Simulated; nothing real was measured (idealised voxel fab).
The process module presented herein is designated voxel air gaps.
Section cut is 180 nm wide and gridded with 5 nm square cells.
Reading order for cross-sections: top band down to bottom band. Underlying form: a grid of square cells. Band size: one or more rows of cells. Heads up on the band format: heights come first, top then bottom, in nm. After that it's the materials left to right, each with its width in nm. A single material flagged "full width" fills the whole band edge to edge, and "blank" means there's empty space there. Below 0: as-received wafer, all one material; heights counted from there. Lowest band: no bottom, goes on down, written "0..down". A width such as "30 to 40" changes by the same amount from each row of cells to the next, from the band's top row to its bottom row. Step note "nothing got changed" = no cross-section cell changed. "Cavities, sealed" specifies each empty space that is not open to the top and that occupies no fewer than 8 cells, using the form width x height at distance, the distance measured from the left edge and all three quantities in nm. Past the settings on a step's line: simulator remark, on that step. overlay nm: mask offset rightward from planned place, masked step; negative means leftward offset.

Planned step list for the process
| 1 | RECEIVE, material Si |
| 2 | CONFORMAL_DEP, material SiO2, thk nm 15 |
| 3 | CONFORMAL_DEP, material SiN, thk nm 5 |
| 4 | DIRECTIONAL_DEP, material SiO2, thk nm 40 |
| 5 | PATTERN, tone open, mask id LINES, material resist, width nm 15, pitch nm 45, thk nm 20, overlay nm 0 |
| 6 | DIRECTIONAL_ETCH, etch materials SiO2, depth nm 40 |
| 7 | STRIP, etch materials resist |
| 8 | CONFORMAL_DEP, material TiN, thk nm 5 |
| 9 | FILL_DEP, material W, thk nm 5 |
| 10 | CMP, height nm 60 |
| 11 | EPI, material Ru, thk nm 10 |
| 12 | SELECTIVE_ETCH, etch materials SiO2, depth nm 50 |
| 13 | CONFORMAL_DEP, material SiCN, thk nm 5 |

The following pertains to the first of two wafers, which was processed as planned

Cross-section of the wafer at receipt, which is the condition after step 1
0..down | Si full width
Cavities, sealed: none

Cross-section of the wafer subsequent to step 2
15..0 | SiO2 full width
below 0: unchanged

Cross-section of the wafer subsequent to step 3
20..15 | SiN full width
below 15: unchanged

Cross-section of the wafer subsequent to step 4
60..20 | SiO2 full width
below 20: unchanged

Cross-section of the wafer subsequent to step 5
80..60 | 35 nm resist | 15 nm blank | 30 nm resist | 15 nm blank | 30 nm resist | 15 nm blank | 40 nm resist
below 60: unchanged

Cross-section of the wafer subsequent to step 6
80..60 | 35 nm resist | 15 nm blank | 30 nm resist | 15 nm blank | 30 nm resist | 15 nm blank | 40 nm resist
60..20 | 35 nm SiO2 | 15 nm blank | 30 nm SiO2 | 15 nm blank | 30 nm SiO2 | 15 nm blank | 40 nm SiO2
below 20: unchanged

Cross-section of the wafer subsequent to step 7
60..20 | 35 nm SiO2 | 15 nm blank | 30 nm SiO2 | 15 nm blank | 30 nm SiO2 | 15 nm blank | 40 nm SiO2
below 20: unchanged

Cross-section of the wafer subsequent to step 8
65..60 | 40 nm TiN | 5 nm blank | 40 nm TiN | 5 nm blank | 40 nm TiN | 5 nm blank | 45 nm TiN
60..25 | 35 nm SiO2 | 5 nm TiN | 5 nm blank | 5 nm TiN | 30 nm SiO2 | 5 nm TiN | 5 nm blank | 5 nm TiN | 30 nm SiO2 | 5 nm TiN | 5 nm blank | 5 nm TiN | 40 nm SiO2
25..20 | 35 nm SiO2 | 15 nm TiN | 30 nm SiO2 | 15 nm TiN | 30 nm SiO2 | 15 nm TiN | 40 nm SiO2
below 20: unchanged

Cross-section of the wafer subsequent to step 9
70..65 | W full width
65..60 | 40 nm TiN | 5 nm W | 40 nm TiN | 5 nm W | 40 nm TiN | 5 nm W | 45 nm TiN
60..25 | 35 nm SiO2 | 5 nm TiN | 5 nm W | 5 nm TiN | 30 nm SiO2 | 5 nm TiN | 5 nm W | 5 nm TiN | 30 nm SiO2 | 5 nm TiN | 5 nm W | 5 nm TiN | 40 nm SiO2
below 25: unchanged

Cross-section of the wafer subsequent to step 10
60..25 | 35 nm SiO2 | 5 nm TiN | 5 nm W | 5 nm TiN | 30 nm SiO2 | 5 nm TiN | 5 nm W | 5 nm TiN | 30 nm SiO2 | 5 nm TiN | 5 nm W | 5 nm TiN | 40 nm SiO2
below 25: unchanged

Cross-section of the wafer subsequent to step 11
70..60 | 25 nm blank | 35 nm Ru | 10 nm blank | 35 nm Ru | 10 nm blank | 35 nm Ru | 30 nm blank
below 60: unchanged

Cross-section of the wafer subsequent to step 12
70..60 | 25 nm blank | 35 nm Ru | 10 nm blank | 35 nm Ru | 10 nm blank | 35 nm Ru | 30 nm blank
60..25 | 35 nm blank | 5 nm TiN | 5 nm W | 5 nm TiN | 30 nm blank | 5 nm TiN | 5 nm W | 5 nm TiN | 30 nm blank | 5 nm TiN | 5 nm W | 5 nm TiN | 40 nm blank
25..20 | 35 nm blank | 15 nm TiN | 30 nm blank | 15 nm TiN | 30 nm blank | 15 nm TiN | 40 nm blank
below 20: unchanged

Cross-section of the wafer subsequent to step 13
75..70 | 20 nm blank | 135 nm SiCN | 25 nm blank
70..60 | 20 nm blank | 5 nm SiCN | 35 nm Ru | 10 nm SiCN | 35 nm Ru | 10 nm SiCN | 35 nm Ru | 5 nm SiCN | 25 nm blank
60..55 | 20 nm blank | 15 nm SiCN | 5 nm TiN | 5 nm W | 5 nm TiN | 30 nm SiCN | 5 nm TiN | 5 nm W | 5 nm TiN | 30 nm SiCN | 5 nm TiN | 5 nm W | 5 nm TiN | 15 nm SiCN | 25 nm blank
55..25 | 30 nm blank | 5 nm SiCN | 5 nm TiN | 5 nm W | 5 nm TiN | 5 nm SiCN | 20 nm blank | 5 nm SiCN | 5 nm TiN | 5 nm W | 5 nm TiN | 5 nm SiCN | 20 nm blank | 5 nm SiCN | 5 nm TiN | 5 nm W | 5 nm TiN | 5 nm SiCN | 35 nm blank
25..20 | 35 nm SiCN | 15 nm TiN | 30 nm SiCN | 15 nm TiN | 30 nm SiCN | 15 nm TiN | 40 nm SiCN
below 20: unchanged
Cavities, sealed: 20 x 30 at 55; 20 x 30 at 100

The remaining wafer, second of the two, started like the first and was run to the same plan, except that one mistake was made along the way; the two coincide through step 1, inclusive

Second wafer, cut view, end of step 2 per plan
30..0 | SiO2 full width
below 0: unchanged

Second wafer, cut view, end of step 3 per plan
35..30 | SiN full width
below 30: unchanged

Second wafer, cut view, end of step 4 per plan
75..35 | SiO2 full width
below 35: unchanged

Second wafer, cut view, end of step 5 per plan
95..75 | 35 nm resist | 15 nm blank | 30 nm resist | 15 nm blank | 30 nm resist | 15 nm blank | 40 nm resist
below 75: unchanged

Second wafer, cut view, end of step 6 per plan
95..75 | 35 nm resist | 15 nm blank | 30 nm resist | 15 nm blank | 30 nm resist | 15 nm blank | 40 nm resist
75..35 | 35 nm SiO2 | 15 nm blank | 30 nm SiO2 | 15 nm blank | 30 nm SiO2 | 15 nm blank | 40 nm SiO2
below 35: unchanged

Second wafer, cut view, end of step 7 per plan
75..35 | 35 nm SiO2 | 15 nm blank | 30 nm SiO2 | 15 nm blank | 30 nm SiO2 | 15 nm blank | 40 nm SiO2
below 35: unchanged

Second wafer, cut view, end of step 8 per plan
80..75 | 40 nm TiN | 5 nm blank | 40 nm TiN | 5 nm blank | 40 nm TiN | 5 nm blank | 45 nm TiN
75..40 | 35 nm SiO2 | 5 nm TiN | 5 nm blank | 5 nm TiN | 30 nm SiO2 | 5 nm TiN | 5 nm blank | 5 nm TiN | 30 nm SiO2 | 5 nm TiN | 5 nm blank | 5 nm TiN | 40 nm SiO2
40..35 | 35 nm SiO2 | 15 nm TiN | 30 nm SiO2 | 15 nm TiN | 30 nm SiO2 | 15 nm TiN | 40 nm SiO2
below 35: unchanged

Second wafer, cut view, end of step 9 per plan
85..80 | W full width
80..75 | 40 nm TiN | 5 nm W | 40 nm TiN | 5 nm W | 40 nm TiN | 5 nm W | 45 nm TiN
75..40 | 35 nm SiO2 | 5 nm TiN | 5 nm W | 5 nm TiN | 30 nm SiO2 | 5 nm TiN | 5 nm W | 5 nm TiN | 30 nm SiO2 | 5 nm TiN | 5 nm W | 5 nm TiN | 40 nm SiO2
below 40: unchanged

Second wafer, cut view, end of step 10 per plan
60..40 | 35 nm SiO2 | 5 nm TiN | 5 nm W | 5 nm TiN | 30 nm SiO2 | 5 nm TiN | 5 nm W | 5 nm TiN | 30 nm SiO2 | 5 nm TiN | 5 nm W | 5 nm TiN | 40 nm SiO2
below 40: unchanged

Second wafer, cut view, end of step 11 per plan
70..60 | 25 nm blank | 35 nm Ru | 10 nm blank | 35 nm Ru | 10 nm blank | 35 nm Ru | 30 nm blank
below 60: unchanged

Second wafer, cut view, end of step 12 per plan
70..60 | 25 nm blank | 35 nm Ru | 10 nm blank | 35 nm Ru | 10 nm blank | 35 nm Ru | 30 nm blank
60..40 | 35 nm blank | 5 nm TiN | 5 nm W | 5 nm TiN | 30 nm blank | 5 nm TiN | 5 nm W | 5 nm TiN | 30 nm blank | 5 nm TiN | 5 nm W | 5 nm TiN | 40 nm blank
40..35 | 35 nm blank | 15 nm TiN | 30 nm blank | 15 nm TiN | 30 nm blank | 15 nm TiN | 40 nm blank
below 35: unchanged

Second wafer, cut view, end of step 13 per plan
75..70 | 20 nm blank | 135 nm SiCN | 25 nm blank
70..60 | 20 nm blank | 5 nm SiCN | 35 nm Ru | 10 nm SiCN | 35 nm Ru | 10 nm SiCN | 35 nm Ru | 5 nm SiCN | 25 nm blank
60..55 | 20 nm blank | 15 nm SiCN | 5 nm TiN | 5 nm W | 5 nm TiN | 30 nm SiCN | 5 nm TiN | 5 nm W | 5 nm TiN | 30 nm SiCN | 5 nm TiN | 5 nm W | 5 nm TiN | 15 nm SiCN | 25 nm blank
55..40 | 30 nm blank | 5 nm SiCN | 5 nm TiN | 5 nm W | 5 nm TiN | 5 nm SiCN | 20 nm blank | 5 nm SiCN | 5 nm TiN | 5 nm W | 5 nm TiN | 5 nm SiCN | 20 nm blank | 5 nm SiCN | 5 nm TiN | 5 nm W | 5 nm TiN | 5 nm SiCN | 35 nm blank
40..35 | 35 nm SiCN | 15 nm TiN | 30 nm SiCN | 15 nm TiN | 30 nm SiCN | 15 nm TiN | 40 nm SiCN
below 35: unchanged
Cavities, sealed: 20 x 15 at 55; 20 x 15 at 100
Finding, execution versus plan: step 2 of the plan was twice carried out
Counted in cells at the end, the second wafer holds more or fewer of these materials than the first: SiCN: 18 fewer, SiO2: 108 more, TiN: 18 fewer, W: 9 fewer
